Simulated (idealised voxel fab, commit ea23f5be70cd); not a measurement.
process module | voxel self aligned vias
cross-section cut | 190 nm wide | cells 5 nm
A cross-section is a grid of square cells, given in bands from the top down. A band is one or more rows of cells.
Each band's line starts with the height of the band's top and of its bottom, in nm. Then come its materials from left to right, each with its width in nm. One material with "throughout" fills the band from edge to edge. "air" is empty space.
Height 0 is the level under which the wafer as received is all one material. The lowest band goes on downwards, as in "0 down".
A width such as "30 to 40" changes by the same amount from each row of cells to the next, from the band's top row to its bottom row.
"no change" after a step means that no cell of the cross-section changed.
closed voids: empty space of 8 cells or more with no open way to the top, each as width x height at its distance from the left edge, in nm
after a step's settings: what the simulator itself notes on the step
overlay nm, on a step with a mask: how far to the right of its planned place the mask lay; to the left if negative
plan
1 op RECEIVE | material Si
2 op CONFORMAL_DEP | material SiO2 | thk nm 10
3 op CONFORMAL_DEP | material SiCN | thk nm 5
4 op DIRECTIONAL_DEP | material SiO2 | thk nm 25
5 op PATTERN | tone open | mask id LINES | material resist | width nm 25 | pitch nm 70 | thk nm 15 | overlay nm 0
6 op DIRECTIONAL_ETCH | etch materials SiO2 | depth nm 25
7 op STRIP | etch materials resist
8 op CONFORMAL_DEP | material TiN | thk nm 5
9 op FILL_DEP | material W | thk nm 10
10 op CMP | height nm 40
11 op SELECTIVE_ETCH | etch materials W Ru TiN | depth nm 5
12 op FILL_DEP | material SiN | thk nm 5
13 op CMP | height nm 40
14 op DIRECTIONAL_DEP | material SiO2 | thk nm 20
15 op MASKED_ETCH | tone open | mask id VIAS | width nm 45 | etch materials SiO2 | depth nm 20 | overlay nm 0
16 op MASKED_ETCH | tone open | mask id VIAS | width nm 45 | etch materials SiN | depth nm 5 | overlay nm 0
17 op CONFORMAL_DEP | material TiN | thk nm 5
18 op FILL_DEP | material Ru | thk nm 5
19 op CMP | height nm 50
20 op CONFORMAL_DEP | material SiCN | thk nm 5
varied across the wafers: height nm of step 19. The plan shows the first wafer's value. All wafers start alike
first wafer as received, after step 1
  0 down: Si throughout
  closed voids: none
first wafer at the end, after step 20
  55 to 50: SiCN throughout
  50 to 40: SiO2 35 | TiN 5 to 15 | Ru 35 to 15 | TiN 5 to 15 | SiO2 110
  40 to 35: SiO2 45 | TiN 25 | SiO2 45 | SiN 25 | SiO2 50
  35 to 20: SiO2 45 | TiN 5 | W 15 | TiN 5 | SiO2 45 | TiN 5 | W 15 | TiN 5 | SiO2 50
  20 to 15: SiO2 45 | TiN 25 | SiO2 45 | TiN 25 | SiO2 50
  15 to 10: SiCN throughout
  10 to 0: SiO2 throughout
  0 down: Si throughout
  closed voids: none
last wafer at the end
  75 to 70: SiCN throughout
  70 to 65: Ru throughout
  65 to 60: TiN 40 | Ru 35 | TiN 115
  60 to 45: SiO2 35 | TiN 5 | Ru 35 | TiN 5 | SiO2 110
  45 to 40: SiO2 35 | TiN 15 | Ru 15 | TiN 15 | SiO2 110
  40 to 35: SiO2 45 | TiN 25 | SiO2 45 | SiN 25 | SiO2 50
  35 to 20: SiO2 45 | TiN 5 | W 15 | TiN 5 | SiO2 45 | TiN 5 | W 15 | TiN 5 | SiO2 50
  20 to 15: SiO2 45 | TiN 25 | SiO2 45 | TiN 25 | SiO2 50
  15 to 10: SiCN throughout
  10 to 0: SiO2 throughout
  0 down: Si throughout
  closed voids: none
each wafer at the end: cells of each material gained (+) or lost (-) since it was received, then its closed voids
height nm 50 | +10 Ru | +76 SiCN | +5 SiN | +274 SiO2 | +35 TiN | +18 W | closed voids: none
height nm 55 | +17 Ru | +76 SiCN | +5 SiN | +303 SiO2 | +37 TiN | +18 W | closed voids: none
height nm 60 | +24 Ru | +76 SiCN | +5 SiN | +332 SiO2 | +39 TiN | +18 W | closed voids: none
height nm 65 | +31 Ru | +76 SiCN | +5 SiN | +332 SiO2 | +70 TiN | +18 W | closed voids: none
height nm 70 | +69 Ru | +76 SiCN | +5 SiN | +332 SiO2 | +70 TiN | +18 W | closed voids: none
